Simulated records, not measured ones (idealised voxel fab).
This section sets out a process module, namely voxel wiring stack.
The cross-section on display is named cut; it measures 195 nm wide, and its cells are 5 nm squares.
Cross-section, as written here: a square-cell grid given band by band from the top down, where a band holds one or more rows of cells. Band: top and bottom heights (nm) first, top before bottom; then materials from left to right, widths in nm. "full width" marks a sole material filling the band edge to edge. "air" denotes empty space. Zero point of the height axis is 0; under it, received wafer = one material. Lowest band: continues down indefinitely, "z 0 and below". When a width is written as two numbers, as in "30->40", the first number is the width in the top row of cells of the band and the second is the width in its bottom row, and the width changes by the same amount from each row to the next. Any step labelled "no modifications" changed none of the cells in the cross-section. So "Non-vented voids" is basically the list of trapped voids: any empty space of 8 cells or more that can't reach the top through an opening. They're written width x height at distance, the distance being from the left edge, and it's all nm. Step line, after settings: the simulator's comment on this step. Regarding "overlay nm": on a step with a mask, it is the distance the mask lay to the right of its planned place; a negative value places it to the left.

Process steps (planned):
- 1: op RECEIVE | material Si
- 2: op CONFORMAL_DEP | material SiO2 | thk nm 15
- 3: op CONFORMAL_DEP | material SiN | thk nm 5
- 4: op DIRECTIONAL_DEP | material lowk | thk nm 25
- 5: op DIRECTIONAL_DEP | material aC | thk nm 15
- 6: op PATTERN | tone open | mask id METAL_1 | material resist | width nm 25 | pitch nm 55 | thk nm 35 | overlay nm 0
- 7: op DIRECTIONAL_ETCH | etch materials aC | depth nm 15
- 8: op STRIP | etch materials resist
- 9: op DIRECTIONAL_ETCH | etch materials lowk | depth nm 25
- 10: op DIRECTIONAL_ETCH | etch materials SiN | depth nm 5
- 11: op STRIP | etch materials aC
- 12: op CONFORMAL_DEP | material TiN | thk nm 5
- 13: op FILL_DEP | material Ru | thk nm 5
- 14: op CMP | height nm 45
- 15: op CONFORMAL_DEP | material SiCN | thk nm 5
- 16: op DIRECTIONAL_DEP | material SiO2 | thk nm 30
- 17: op PATTERN | tone open | mask id METAL_2 | material resist | width nm 25 | pitch nm 55 | thk nm 15 | overlay nm 0
- 18: op DIRECTIONAL_ETCH | etch materials SiO2 | depth nm 20
- 19: op STRIP | etch materials resist
- 20: op DIRECTIONAL_DEP | material aC | thk nm 15
- 21: op PATTERN | tone open | mask id METAL_2_HOLES | material resist | width nm 15 | pitch nm 55 | thk nm 35 | overlay nm 0
- 22: op DIRECTIONAL_ETCH | etch materials aC | depth nm 15
- 23: op STRIP | etch materials resist
- 24: op DIRECTIONAL_ETCH | etch materials SiO2 | depth nm 10
- 25: op DIRECTIONAL_ETCH | etch materials SiCN | depth nm 5
- 26: op STRIP | etch materials aC
- 27: op CONFORMAL_DEP | material TiN | thk nm 5
- 28: op FILL_DEP | material Cu | thk nm 5
- 29: op CMP | height nm 80
- 30: op CONFORMAL_DEP | material SiCN | thk nm 5
- 31: op DIRECTIONAL_DEP | material SiO2 | thk nm 35
- 32: op PATTERN | tone open | mask id METAL_3_HOLES | material resist | width nm 15 | thk nm 20 | overlay nm 0
- 33: op DIRECTIONAL_ETCH | etch materials SiO2 | depth nm 35
- 34: op STRIP | etch materials resist
- 35: op DIRECTIONAL_DEP | material aC | thk nm 15
- 36: op PATTERN | tone open | mask id METAL_3 | material resist | width nm 25 | pitch nm 55 | thk nm 35 | overlay nm 0
- 37: op DIRECTIONAL_ETCH | etch materials aC | depth nm 15
- 38: op STRIP | etch materials resist
- 39: op DIRECTIONAL_ETCH | etch materials SiO2 | depth nm 20
- 40: op DIRECTIONAL_ETCH | etch materials SiCN | depth nm 5
- 41: op STRIP | etch materials aC
- 42: op CONFORMAL_DEP | material TiN | thk nm 5
- 43: op FILL_DEP | material Cu | thk nm 10
- 44: op CMP | height nm 120
- 45: op CONFORMAL_DEP | material SiCN | thk nm 5

Incoming wafer, cross-sectional view, post step 1:
    z 0 and below  Si full width
    Non-vented voids: none

The first of two wafers, cross-sectioned at the end of the module, with the run proceeding as planned:
    z 125 to 120  SiCN full width
    z 120 to 105  SiO2 55 nm | TiN 5 nm | Cu 15 nm | TiN 5 nm | SiO2 30 nm | TiN 5 nm | Cu 15 nm | TiN 5 nm | SiO2 60 nm
    z 105 to 100  SiO2 55 nm | TiN 5 nm | Cu 5 nm | TiN 15 nm | SiO2 30 nm | TiN 25 nm | SiO2 60 nm
    z 100 to 85  SiO2 55 nm | TiN 5 nm | Cu 5 nm | TiN 5 nm | SiO2 125 nm
    z 85 to 80  SiCN 55 nm | TiN 15 nm | SiCN 125 nm
    z 80 to 65  SiO2 55 nm | TiN 5 nm | Cu 15 nm | TiN 5 nm | SiO2 30 nm | TiN 5 nm | Cu 15 nm | TiN 5 nm | SiO2 60 nm
    z 65 to 60  SiO2 55 nm | TiN 5 nm | Cu 5 nm | TiN 15 nm | SiO2 30 nm | TiN 5 nm | Cu 5 nm | TiN 15 nm | SiO2 60 nm
    z 60 to 50  SiO2 55 nm | TiN 5 nm | Cu 5 nm | TiN 5 nm | SiO2 40 nm | TiN 5 nm | Cu 5 nm | TiN 5 nm | SiO2 70 nm
    z 50 to 45  SiCN 55 nm | TiN 15 nm | SiCN 40 nm | TiN 15 nm | SiCN 70 nm
    z 45 to 20  lowk 55 nm | TiN 5 nm | Ru 15 nm | TiN 5 nm | lowk 30 nm | TiN 5 nm | Ru 15 nm | TiN 5 nm | lowk 60 nm
    z 20 to 15  SiN 55 nm | TiN 25 nm | SiN 30 nm | TiN 25 nm | SiN 60 nm
    z 15 to 0  SiO2 full width
    z 0 and below  Si full width
    Non-vented voids: none

End-of-module cross-section of the second wafer: identical starting point and process plan to the first, with one processing mistake:
    z 125 to 120  SiCN full width
    z 120 to 105  SiO2 55 nm | TiN 5 nm | Cu 10 nm | TiN 5 nm | SiO2 40 nm | TiN 5 nm | Cu 5 nm | TiN 5 nm | SiO2 65 nm
    z 105 to 100  SiO2 55 nm | TiN 5 nm | Cu 5 nm | TiN 10 nm | SiO2 40 nm | TiN 15 nm | SiO2 65 nm
    z 100 to 90  SiO2 55 nm | TiN 5 nm | Cu 5 nm | TiN 5 nm | SiO2 125 nm
    z 90 to 85  SiO2 55 nm | TiN 15 nm | SiO2 125 nm
    z 85 to 80  SiCN 60 nm | TiN 10 nm | SiCN 125 nm
    z 80 to 65  SiO2 55 nm | TiN 5 nm | Cu 15 nm | TiN 5 nm | SiO2 30 nm | TiN 5 nm | Cu 15 nm | TiN 5 nm | SiO2 60 nm
    z 65 to 60  SiO2 55 nm | TiN 5 nm | Cu 5 nm | TiN 15 nm | SiO2 30 nm | TiN 5 nm | Cu 5 nm | TiN 15 nm | SiO2 60 nm
    z 60 to 50  SiO2 55 nm | TiN 5 nm | Cu 5 nm | TiN 5 nm | SiO2 40 nm | TiN 5 nm | Cu 5 nm | TiN 5 nm | SiO2 70 nm
    z 50 to 45  SiCN 55 nm | TiN 15 nm | SiCN 40 nm | TiN 15 nm | SiCN 70 nm
    z 45 to 20  lowk 55 nm | TiN 5 nm | Ru 15 nm | TiN 5 nm | lowk 30 nm | TiN 5 nm | Ru 15 nm | TiN 5 nm | lowk 60 nm
    z 20 to 15  SiN 55 nm | TiN 25 nm | SiN 30 nm | TiN 25 nm | SiN 60 nm
    z 15 to 0  SiO2 full width
    z 0 and below  Si full width
    Non-vented voids: none
It is concluded that the wafer was processed incorrectly with respect to the plan, in that step 36 off recipe, ran as op PATTERN | tone open | mask id METAL_3 | material resist | width nm 15 | pitch nm 55 | thk nm 35 | overlay nm 0
At the finish, the second wafer shows more or fewer cells for some materials than the first does: 10 fewer of Cu; 1 more of SiCN; 12 more of SiO2; 3 fewer of TiN
